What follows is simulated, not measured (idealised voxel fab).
Proc. module: voxel fin reveal
Shown is cross-section cut, with a width of 165 nm and square cells of size 5 nm.
Cross-section = grid of square cells, listed top down in bands; band = one or more rows. Within each band entry, the heights of the top and of the bottom of the band appear first, in that order and in nm; the materials of the band then follow from left to right, each with its corresponding width in nm. The designation "all across" on a single material indicates that it fills the band from edge to edge; the designation "blank" indicates empty space. Counting heights begins at 0, where everything beneath is, in the wafer as received, one material. The lowest band has no bottom; it goes on downwards, as "0..down" shows. Width spec "30 to 40" -> top row of cells at first value, bottom row at second value, equal per-row change in between. "nothing different" -> step changed no cross-section cell. Closed empty spaces (no open way to the top) of 8 cells or more are what "Sealed-off cavities" lists, each as width x height at distance from the left edge, nm for all three. That trailing text on a step's line, after the settings, is the simulator's own remark on the step. "overlay nm" answers the question of how far to the right of plan the mask lay on a step that has a mask, and when it is negative the answer is to the left.
### Here's what the planned process steps look like
1. RECEIVE,material Si
2. CONFORMAL_DEP,material SiN,thk nm 10
3. DIRECTIONAL_DEP,material aC,thk nm 10
4. PATTERN,tone cover,mask id FINS,material resist,width nm 15,pitch nm 40,thk nm 25,overlay nm 0
5. DIRECTIONAL_ETCH,etch materials aC,depth nm 10
6. STRIP,etch materials resist
7. DIRECTIONAL_ETCH,etch materials SiN,depth nm 10
8. DIRECTIONAL_ETCH,etch materials Si,depth nm 35
9. STRIP,etch materials aC
10. OXIDIZE,depth nm 5
11. FILL_DEP,material SiO2,thk nm 10
12. CMP,height nm 10
13. SELECTIVE_ETCH,etch materials SiO2,depth nm 35
14. STRIP,etch materials SiN
15. CONFORMAL_DEP,material HfO2,thk nm 5
### Below: the first of two wafers, run as planned
### Cross-section: wafer on arrival = after step 1
- 0..down: Si all across
- Sealed-off cavities: none
### State of the wafer after step 2, shown in cross-section
- 10..0: SiN all across
- Unchanged below 0.
### State of the wafer after step 3, shown in cross-section
- 20..10: aC all across
- Unchanged below 10.
### State of the wafer after step 4, shown in cross-section
- 45..20: 15 nm blank  15 nm resist  25 nm blank  15 nm resist  25 nm blank  15 nm resist  25 nm blank  15 nm resist  15 nm blank
- Unchanged below 20.
### State of the wafer after step 5, shown in cross-section
- 35..20: 15 nm blank  15 nm resist  25 nm blank  15 nm resist  25 nm blank  15 nm resist  25 nm blank  15 nm resist  15 nm blank
- 20..10: 15 nm blank  15 nm aC  25 nm blank  15 nm aC  25 nm blank  15 nm aC  25 nm blank  15 nm aC  15 nm blank
- Unchanged below 10.
### State of the wafer after step 6, shown in cross-section
- 20..10: 15 nm blank  15 nm aC  25 nm blank  15 nm aC  25 nm blank  15 nm aC  25 nm blank  15 nm aC  15 nm blank
- Unchanged below 10.
### State of the wafer after step 7, shown in cross-section
- 20..10: 15 nm blank  15 nm aC  25 nm blank  15 nm aC  25 nm blank  15 nm aC  25 nm blank  15 nm aC  15 nm blank
- 10..0: 15 nm blank  15 nm SiN  25 nm blank  15 nm SiN  25 nm blank  15 nm SiN  25 nm blank  15 nm SiN  15 nm blank
- Unchanged below 0.
### State of the wafer after step 8, shown in cross-section
- 20..10: 15 nm blank  15 nm aC  25 nm blank  15 nm aC  25 nm blank  15 nm aC  25 nm blank  15 nm aC  15 nm blank
- 10..0: 15 nm blank  15 nm SiN  25 nm blank  15 nm SiN  25 nm blank  15 nm SiN  25 nm blank  15 nm SiN  15 nm blank
- 0..-35: 15 nm blank  15 nm Si  25 nm blank  15 nm Si  25 nm blank  15 nm Si  25 nm blank  15 nm Si  15 nm blank
- Unchanged below -35.
### State of the wafer after step 9, shown in cross-section
- 10..0: 15 nm blank  15 nm SiN  25 nm blank  15 nm SiN  25 nm blank  15 nm SiN  25 nm blank  15 nm SiN  15 nm blank
- Unchanged below 0.
### State of the wafer after step 10, shown in cross-section
- 10..0: 15 nm blank  15 nm SiN  25 nm blank  15 nm SiN  25 nm blank  15 nm SiN  25 nm blank  15 nm SiN  15 nm blank
- 0..-35: 15 nm blank  5 nm SiO2  5 nm Si  5 nm SiO2  25 nm blank  5 nm SiO2  5 nm Si  5 nm SiO2  25 nm blank  5 nm SiO2  5 nm Si  5 nm SiO2  25 nm blank  5 nm SiO2  5 nm Si  5 nm SiO2  15 nm blank
- -35..-40: 20 nm SiO2  5 nm Si  35 nm SiO2  5 nm Si  35 nm SiO2  5 nm Si  35 nm SiO2  5 nm Si  20 nm SiO2
- Unchanged below -40.
### State of the wafer after step 11, shown in cross-section
- 20..10: SiO2 all across
- 10..0: 15 nm SiO2  15 nm SiN  25 nm SiO2  15 nm SiN  25 nm SiO2  15 nm SiN  25 nm SiO2  15 nm SiN  15 nm SiO2
- 0..-40: 20 nm SiO2  5 nm Si  35 nm SiO2  5 nm Si  35 nm SiO2  5 nm Si  35 nm SiO2  5 nm Si  20 nm SiO2
- Unchanged below -40.
### State of the wafer after step 12, shown in cross-section
- 10..0: 15 nm SiO2  15 nm SiN  25 nm SiO2  15 nm SiN  25 nm SiO2  15 nm SiN  25 nm SiO2  15 nm SiN  15 nm SiO2
- Unchanged below 0.
### State of the wafer after step 13, shown in cross-section
- 10..0: 15 nm blank  15 nm SiN  25 nm blank  15 nm SiN  25 nm blank  15 nm SiN  25 nm blank  15 nm SiN  15 nm blank
- 0..-25: 20 nm blank  5 nm Si  35 nm blank  5 nm Si  35 nm blank  5 nm Si  35 nm blank  5 nm Si  20 nm blank
- Unchanged below -25.
### State of the wafer after step 14, shown in cross-section
- 0..-25: 20 nm blank  5 nm Si  35 nm blank  5 nm Si  35 nm blank  5 nm Si  35 nm blank  5 nm Si  20 nm blank
- Unchanged below -25.
### State of the wafer after step 15, shown in cross-section
- 5..0: 15 nm blank  15 nm HfO2  25 nm blank  15 nm HfO2  25 nm blank  15 nm HfO2  25 nm blank  15 nm HfO2  15 nm blank
- 0..-20: 15 nm blank  5 nm HfO2  5 nm Si  5 nm HfO2  25 nm blank  5 nm HfO2  5 nm Si  5 nm HfO2  25 nm blank  5 nm HfO2  5 nm Si  5 nm HfO2  25 nm blank  5 nm HfO2  5 nm Si  5 nm HfO2  15 nm blank
- -20..-25: 20 nm HfO2  5 nm Si  35 nm HfO2  5 nm Si  35 nm HfO2  5 nm Si  35 nm HfO2  5 nm Si  20 nm HfO2
- Unchanged below -25.
### Wafer two of the pair: same origin, same plan, one error during the run; identical to wafer one up to and including step 10
### Look at the second wafer in cross-section at the time step 11 ought to have finished
- 20..10: HfO2 all across
- 10..0: 15 nm HfO2  15 nm SiN  25 nm HfO2  15 nm SiN  25 nm HfO2  15 nm SiN  25 nm HfO2  15 nm SiN  15 nm HfO2
- 0..-35: 15 nm HfO2  5 nm SiO2  5 nm Si  5 nm SiO2  25 nm HfO2  5 nm SiO2  5 nm Si  5 nm SiO2  25 nm HfO2  5 nm SiO2  5 nm Si  5 nm SiO2  25 nm HfO2  5 nm SiO2  5 nm Si  5 nm SiO2  15 nm HfO2
- Unchanged below -35.
### Look at the second wafer in cross-section at the time step 12 ought to have finished
- 10..0: 15 nm HfO2  15 nm SiN  25 nm HfO2  15 nm SiN  25 nm HfO2  15 nm SiN  25 nm HfO2  15 nm SiN  15 nm HfO2
- Unchanged below 0.
Look at the second wafer in cross-section at the time step 13 ought to have finished: nothing different
### Look at the second wafer in cross-section at the time step 14 ought to have finished
- 10..0: 15 nm HfO2  15 nm blank  25 nm HfO2  15 nm blank  25 nm HfO2  15 nm blank  25 nm HfO2  15 nm blank  15 nm HfO2
- Unchanged below 0.
### Look at the second wafer in cross-section at the time step 15 ought to have finished
- 15..5: 20 nm HfO2  5 nm blank  35 nm HfO2  5 nm blank  35 nm HfO2  5 nm blank  35 nm HfO2  5 nm blank  20 nm HfO2
- 5..0: HfO2 all across
- Unchanged below 0.
Which mistake was made when the wafer was run? step 11 did not use the planned setting and instead ran as FILL_DEP,material HfO2,thk nm 10
The closing comparison, in cells, has the second wafer with more or fewer of some materials than the first: +165 HfO2, -2 SiO2
